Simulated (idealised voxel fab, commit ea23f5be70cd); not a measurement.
process module | voxel transistor to metal
cross-section cut | 205 nm wide | cells 5 nm
A cross-section is a grid of square cells, given in bands from the top down. A band is one or more rows of cells.
Each band's line starts with the height of the band's top and of its bottom, in nm. Then come its materials from left to right, each with its width in nm. One material with "throughout" fills the band from edge to edge. "air" is empty space.
Height 0 is the level under which the wafer as received is all one material. The lowest band goes on downwards, as in "0 down".
A width such as "30 to 40" changes by the same amount from each row of cells to the next, from the band's top row to its bottom row.
"no change" after a step means that no cell of the cross-section changed.
closed voids: empty space of 8 cells or more with no open way to the top, each as width x height at its distance from the left edge, in nm
after a step's settings: what the simulator itself notes on the step
overlay nm, on a step with a mask: how far to the right of its planned place the mask lay; to the left if negative
plan
1 op RECEIVE | material Si
2 op CONFORMAL_DEP | material SiO2 | thk nm 5
3 op CONFORMAL_DEP | material SiN | thk nm 10
4 op DIRECTIONAL_DEP | material aC | thk nm 10
5 op PATTERN | tone cover | mask id ACTIVE | material resist | width nm 120 | thk nm 30 | overlay nm 0
6 op DIRECTIONAL_ETCH | etch materials aC | depth nm 10
7 op STRIP | etch materials resist
8 op DIRECTIONAL_ETCH | etch materials SiN | depth nm 10
9 op DIRECTIONAL_ETCH | etch materials SiO2 | depth nm 5
10 op DIRECTIONAL_ETCH | etch materials Si | depth nm 30
11 op STRIP | etch materials aC
12 op FILL_DEP | material SiO2 | thk nm 10
13 op CMP | height nm 15
14 op SELECTIVE_ETCH | etch materials SiO2 | depth nm 5
15 op STRIP | etch materials SiN
16 op SELECTIVE_ETCH | etch materials SiO2 | depth nm 5
17 op OXIDIZE | depth nm 5
18 op DIRECTIONAL_DEP | material polySi | thk nm 30
19 op DIRECTIONAL_DEP | material SiCN | thk nm 15
20 op MASKED_ETCH | tone cover | mask id GATE | width nm 20 | etch materials SiCN | depth nm 25 | overlay nm 0
21 op MASKED_ETCH | tone cover | mask id GATE | width nm 20 | etch materials polySi | depth nm 40 | overlay nm 0
22 op CONFORMAL_DEP | material SiN | thk nm 5
23 op DIRECTIONAL_ETCH | etch materials SiN | depth nm 5
24 op DIRECTIONAL_ETCH | etch materials SiO2 | depth nm 5
25 op DIRECTIONAL_ETCH | etch materials Si | depth nm 5
26 op EPI | material SiGe | thk nm 10
27 op FILL_DEP | material SiO2 | thk nm 5
28 op CMP | height nm 45
29 op DIRECTIONAL_DEP | material SiO2 | thk nm 10
30 op PATTERN | tone open | mask id CONTACT | material resist | width nm 20 | pitch nm 80 | thk nm 20 | overlay nm 0
31 op DIRECTIONAL_ETCH | etch materials SiO2 | depth nm 55
32 op STRIP | etch materials resist
33 op CONFORMAL_DEP | material TiN | thk nm 5
34 op FILL_DEP | material W | thk nm 10
35 op CMP | height nm 55
36 op DIRECTIONAL_DEP | material TiN | thk nm 5
37 op DIRECTIONAL_DEP | material W | thk nm 15
38 op DIRECTIONAL_DEP | material aC | thk nm 10
39 op PATTERN | tone cover | mask id METAL_1 | material resist | width nm 20 | pitch nm 80 | thk nm 30 | overlay nm 0
40 op DIRECTIONAL_ETCH | etch materials aC | depth nm 10
41 op STRIP | etch materials resist
42 op DIRECTIONAL_ETCH | etch materials W | depth nm 15
43 op DIRECTIONAL_ETCH | etch materials TiN | depth nm 5
44 op STRIP | etch materials aC
45 op CONFORMAL_DEP | material SiN | thk nm 5
46 op FILL_DEP | material SiO2 | thk nm 10
47 op CMP | height nm 75
48 op CONFORMAL_DEP | material SiCN | thk nm 5
49 op DIRECTIONAL_DEP | material SiO2 | thk nm 30
50 op MASKED_ETCH | tone open | mask id METAL_2_HOLES | width nm 15 | pitch nm 80 | etch materials SiO2 | depth nm 30 | overlay nm 0
51 op PATTERN | tone open | mask id METAL_2 | material resist | width nm 20 | pitch nm 80 | thk nm 15 | overlay nm 0
52 op DIRECTIONAL_ETCH | etch materials SiO2 | depth nm 20
53 op DIRECTIONAL_ETCH | etch materials SiCN | depth nm 5
54 op STRIP | etch materials resist
55 op CONFORMAL_DEP | material TiN | thk nm 5
56 op FILL_DEP | material Cu | thk nm 5
57 op CMP | height nm 110
58 op CONFORMAL_DEP | material SiCN | thk nm 5
as received, after step 1
  0 down: Si throughout
  closed voids: none
first wafer at the end, as planned
  115 to 110: SiCN throughout
  110 to 95: SiO2 50 | TiN 5 | Cu 10 | TiN 5 | SiO2 60 | TiN 5 | Cu 10 | TiN 5 | SiO2 55
  95 to 90: SiO2 50 | TiN 5 | Cu 5 | TiN 10 | SiO2 60 | TiN 5 | Cu 5 | TiN 10 | SiO2 55
  90 to 80: SiO2 50 | TiN 5 | Cu 5 | TiN 5 | SiO2 65 | TiN 5 | Cu 5 | TiN 5 | SiO2 60
  80 to 75: SiCN 50 | TiN 15 | SiCN 65 | TiN 15 | SiCN 60
  75 to 60: SiO2 45 | SiN 5 | W 20 | SiN 5 | SiO2 50 | SiN 5 | W 20 | SiN 5 | SiO2 50
  60 to 55: SiN 50 | TiN 20 | SiN 60 | TiN 20 | SiN 55
  55 to 45: SiO2 50 | TiN 5 | W 10 | TiN 5 | SiO2 60 | TiN 5 | W 10 | TiN 5 | SiO2 55
  45 to 30: SiO2 50 | TiN 5 | W 10 | TiN 5 | SiO2 15 | SiN 5 | SiCN 20 | SiN 5 | SiO2 15 | TiN 5 | W 10 | TiN 5 | SiO2 55
  30 to 5: SiO2 50 | TiN 5 | W 10 | TiN 5 | SiO2 15 | SiN 5 | polySi 20 | SiN 5 | SiO2 15 | TiN 5 | W 10 | TiN 5 | SiO2 55
  5 to 0: SiO2 35 | SiN 5 | SiO2 10 | TiN 20 | SiO2 5 | SiGe 10 | SiN 5 | polySi 20 | SiN 5 | SiGe 10 | SiO2 5 | TiN 20 | SiO2 10 | SiN 5 | SiO2 40
  0 to -5: SiO2 40 | SiGe 45 | SiO2 30 | SiGe 45 | SiO2 45
  -5 to -10: SiO2 40 | SiGe 45 | Si 30 | SiGe 45 | SiO2 45
  -10 to -30: SiO2 40 | Si 120 | SiO2 45
  -30 down: Si throughout
  closed voids: none
second wafer at the end: like start, like plan, one mistake
  115 to 110: SiCN throughout
  110 to 95: SiO2 50 | TiN 5 | Cu 10 | TiN 5 | SiO2 60 | TiN 5 | Cu 10 | TiN 5 | SiO2 55
  95 to 90: SiO2 50 | TiN 5 | Cu 5 | TiN 10 | SiO2 60 | TiN 5 | Cu 5 | TiN 10 | SiO2 55
  90 to 80: SiO2 50 | TiN 5 | Cu 5 | TiN 5 | SiO2 65 | TiN 5 | Cu 5 | TiN 5 | SiO2 60
  80 to 75: SiCN 50 | TiN 15 | SiCN 65 | TiN 15 | SiCN 60
  75 to 70: SiN 50 | TiN 20 | SiN 60 | TiN 20 | SiN 55
  70 to 55: W throughout
  55 to 45: SiO2 50 | TiN 5 | W 10 | TiN 5 | SiO2 60 | TiN 5 | W 10 | TiN 5 | SiO2 55
  45 to 30: SiO2 50 | TiN 5 | W 10 | TiN 5 | SiO2 15 | SiN 5 | SiCN 20 | SiN 5 | SiO2 15 | TiN 5 | W 10 | TiN 5 | SiO2 55
  30 to 5: SiO2 50 | TiN 5 | W 10 | TiN 5 | SiO2 15 | SiN 5 | polySi 20 | SiN 5 | SiO2 15 | TiN 5 | W 10 | TiN 5 | SiO2 55
  5 to 0: SiO2 35 | SiN 5 | SiO2 10 | TiN 20 | SiO2 5 | SiGe 10 | SiN 5 | polySi 20 | SiN 5 | SiGe 10 | SiO2 5 | TiN 20 | SiO2 10 | SiN 5 | SiO2 40
  0 to -5: SiO2 40 | SiGe 45 | SiO2 30 | SiGe 45 | SiO2 45
  -5 to -10: SiO2 40 | SiGe 45 | Si 30 | SiGe 45 | SiO2 45
  -10 to -30: SiO2 40 | Si 120 | SiO2 45
  -30 down: Si throughout
  closed voids: none
what went wrong: steps 36 and 37 were swapped
at the end the second wafer has, in cells: 12 fewer of SiN | 87 fewer of SiO2 | 99 more of W
